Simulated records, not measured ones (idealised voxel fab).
voxel released beams: a process module
The cross-section on display is named cut; it measures 255 nm wide, and its cells are 5 nm squares.
A cross-section is a grid of square cells, given in bands from the top down. A band is one or more rows of cells.
First you get the band's top height and its bottom height, in nm, and then the materials it's made of, left to right, with each width in nm. If you see a single material with "throughout", that one covers the band edge to edge. "blank" is empty space.
Heads up on the height convention: 0 is the point under which the incoming wafer is all one material, and the lowest band has no bottom, it just keeps going down, like "0 and below".
The notation "30..40" denotes a width that varies across the rows of cells in the band, beginning at the first number in the top row, finishing at the second number in the bottom row, and changing by an identical amount from each row to the next.
Step marked "no modification"? Then no cell in the cross-section changed in it.
Heads up: "Sealed-off cavities" only lists the empty pockets with no open path to the top that are 8 cells or more, and it writes them as width x height at distance, distance from the left edge, in nm.
That trailing text on a step's line, after the settings, is the simulator's own remark on the step.
overlay nm: right-of-plan distance of the mask on a masked step; negative values mean left-of-plan.

STEPS PLANNED FOR THE PROCESS
step 1: RECEIVE [material Si]
step 2: CONFORMAL_DEP [material SiN] [thk nm 5]
step 3: DIRECTIONAL_DEP [material SiO2] [thk nm 20]
step 4: MASKED_ETCH [tone open] [mask id ANCHOR] [width nm 35] [etch materials SiO2] [depth nm 20] [overlay nm 0]
step 5: CONFORMAL_DEP [material W] [thk nm 10]
step 6: DIRECTIONAL_DEP [material aC] [thk nm 15]
step 7: PATTERN [tone cover] [mask id BEAM] [material resist] [width nm 85] [thk nm 30] [overlay nm 0]
step 8: DIRECTIONAL_ETCH [etch materials aC] [depth nm 15]
step 9: STRIP [etch materials resist]
step 10: DIRECTIONAL_ETCH [etch materials W] [depth nm 10]
step 11: STRIP [etch materials aC]
step 12: STRIP [etch materials SiO2]

CONCERNING THE FIRST OF TWO WAFERS, WHICH WAS RUN IN ACCORDANCE WITH THE PLAN

THE CROSS-SECTION HERE SHOWS THE WAFER AS RECEIVED, I.E. IN ITS STATE AFTER STEP 1
- 0 and below: Si throughout
- Sealed-off cavities: none

CROSS-SECTION: WAFER STATE AFTER STEP 2
- 5 down to 0: SiN throughout
- For the remainder of the cross-section, below 0, there is no change.

CROSS-SECTION: WAFER STATE AFTER STEP 3
- 25 down to 5: SiO2 throughout
- For the remainder of the cross-section, below 5, there is no change.

CROSS-SECTION: WAFER STATE AFTER STEP 4
- 25 down to 5: 85 of SiO2 | 35 of blank | 135 of SiO2
- For the remainder of the cross-section, below 5, there is no change.

CROSS-SECTION: WAFER STATE AFTER STEP 5
- 35 down to 25: 95 of W | 15 of blank | 145 of W
- 25 down to 15: 85 of SiO2 | 10 of W | 15 of blank | 10 of W | 135 of SiO2
- 15 down to 5: 85 of SiO2 | 35 of W | 135 of SiO2
- For the remainder of the cross-section, below 5, there is no change.

CROSS-SECTION: WAFER STATE AFTER STEP 6
- 50 down to 35: 95 of aC | 15 of blank | 145 of aC
- 35 down to 30: 95 of W | 15 of blank | 145 of W
- 30 down to 25: 95 of W | 15 of aC | 145 of W
- 25 down to 15: 85 of SiO2 | 10 of W | 15 of aC | 10 of W | 135 of SiO2
- For the remainder of the cross-section, below 15, there is no change.

CROSS-SECTION: WAFER STATE AFTER STEP 7
- 80 down to 50: 80 of blank | 85 of resist | 90 of blank
- 50 down to 35: 95 of aC | 15 of resist | 145 of aC
- 35 down to 30: 95 of W | 15 of resist | 145 of W
- For the remainder of the cross-section, below 30, there is no change.

CROSS-SECTION: WAFER STATE AFTER STEP 8
- 65 down to 50: 80 of blank | 85 of resist | 90 of blank
- 50 down to 35: 80 of blank | 15 of aC | 15 of resist | 55 of aC | 90 of blank
- For the remainder of the cross-section, below 35, there is no change.

CROSS-SECTION: WAFER STATE AFTER STEP 9
- 50 down to 35: 80 of blank | 15 of aC | 15 of blank | 55 of aC | 90 of blank
- 35 down to 30: 95 of W | 15 of blank | 145 of W
- For the remainder of the cross-section, below 30, there is no change.

CROSS-SECTION: WAFER STATE AFTER STEP 10
- 50 down to 35: 80 of blank | 15 of aC | 15 of blank | 55 of aC | 90 of blank
- 35 down to 30: 80 of blank | 15 of W | 15 of blank | 55 of W | 90 of blank
- 30 down to 25: 80 of blank | 15 of W | 15 of aC | 55 of W | 90 of blank
- For the remainder of the cross-section, below 25, there is no change.

CROSS-SECTION: WAFER STATE AFTER STEP 11
- 35 down to 25: 80 of blank | 15 of W | 15 of blank | 55 of W | 90 of blank
- 25 down to 15: 85 of SiO2 | 10 of W | 15 of blank | 10 of W | 135 of SiO2
- For the remainder of the cross-section, below 15, there is no change.

CROSS-SECTION: WAFER STATE AFTER STEP 12
- 35 down to 25: 80 of blank | 15 of W | 15 of blank | 55 of W | 90 of blank
- 25 down to 15: 85 of blank | 10 of W | 15 of blank | 10 of W | 135 of blank
- 15 down to 5: 85 of blank | 35 of W | 135 of blank
- For the remainder of the cross-section, below 5, there is no change.

HERE THE SECOND WAFER IS DESCRIBED. ITS START AND ITS PLAN WERE THOSE OF THE FIRST WAFER. ITS RUN CONTAINED ONE MISTAKE. UP TO AND INCLUDING STEP 4, IT DID EXACTLY WHAT THE FIRST WAFER DID

SECOND WAFER AT THE PLANNED FINISH OF STEP 5, SEEN IN CROSS-SECTION
- 40 down to 25: 100 of W | 5 of blank | 150 of W
- 25 down to 20: 85 of SiO2 | 15 of W | 5 of blank | 15 of W | 135 of SiO2
- 20 down to 5: 85 of SiO2 | 35 of W | 135 of SiO2
- For the remainder of the cross-section, below 5, there is no change.

SECOND WAFER AT THE PLANNED FINISH OF STEP 6, SEEN IN CROSS-SECTION
- 55 down to 40: 100 of aC | 5 of blank | 150 of aC
- 40 down to 35: 100 of W | 5 of blank | 150 of W
- 35 down to 25: 100 of W | 5 of aC | 150 of W
- 25 down to 20: 85 of SiO2 | 15 of W | 5 of aC | 15 of W | 135 of SiO2
- For the remainder of the cross-section, below 20, there is no change.

SECOND WAFER AT THE PLANNED FINISH OF STEP 7, SEEN IN CROSS-SECTION
- 85 down to 55: 80 of blank | 85 of resist | 90 of blank
- 55 down to 40: 100 of aC | 5 of resist | 150 of aC
- 40 down to 35: 100 of W | 5 of resist | 150 of W
- For the remainder of the cross-section, below 35, there is no change.

SECOND WAFER AT THE PLANNED FINISH OF STEP 8, SEEN IN CROSS-SECTION
- 70 down to 55: 80 of blank | 85 of resist | 90 of blank
- 55 down to 40: 80 of blank | 20 of aC | 5 of resist | 60 of aC | 90 of blank
- For the remainder of the cross-section, below 40, there is no change.

SECOND WAFER AT THE PLANNED FINISH OF STEP 9, SEEN IN CROSS-SECTION
- 55 down to 40: 80 of blank | 20 of aC | 5 of blank | 60 of aC | 90 of blank
- 40 down to 35: 100 of W | 5 of blank | 150 of W
- For the remainder of the cross-section, below 35, there is no change.

SECOND WAFER AT THE PLANNED FINISH OF STEP 10, SEEN IN CROSS-SECTION
- 55 down to 40: 80 of blank | 20 of aC | 5 of blank | 60 of aC | 90 of blank
- 40 down to 35: 80 of blank | 20 of W | 5 of blank | 60 of W | 90 of blank
- 35 down to 30: 80 of blank | 20 of W | 5 of aC | 60 of W | 90 of blank
- For the remainder of the cross-section, below 30, there is no change.

SECOND WAFER AT THE PLANNED FINISH OF STEP 11, SEEN IN CROSS-SECTION
- 40 down to 30: 80 of blank | 20 of W | 5 of blank | 60 of W | 90 of blank
- 30 down to 25: 100 of W | 5 of blank | 150 of W
- 25 down to 20: 85 of SiO2 | 15 of W | 5 of blank | 15 of W | 135 of SiO2
- For the remainder of the cross-section, below 20, there is no change.

Second wafer at the planned finish of step 12, seen in cross-section: no modification
Error vs. plan: step 5 was not run as planned; what actually ran was CONFORMAL_DEP [material W] [thk nm 15]
Counted in cells at the end, the second wafer holds more or fewer of these materials than the first: 176 more of SiO2, 59 more of W
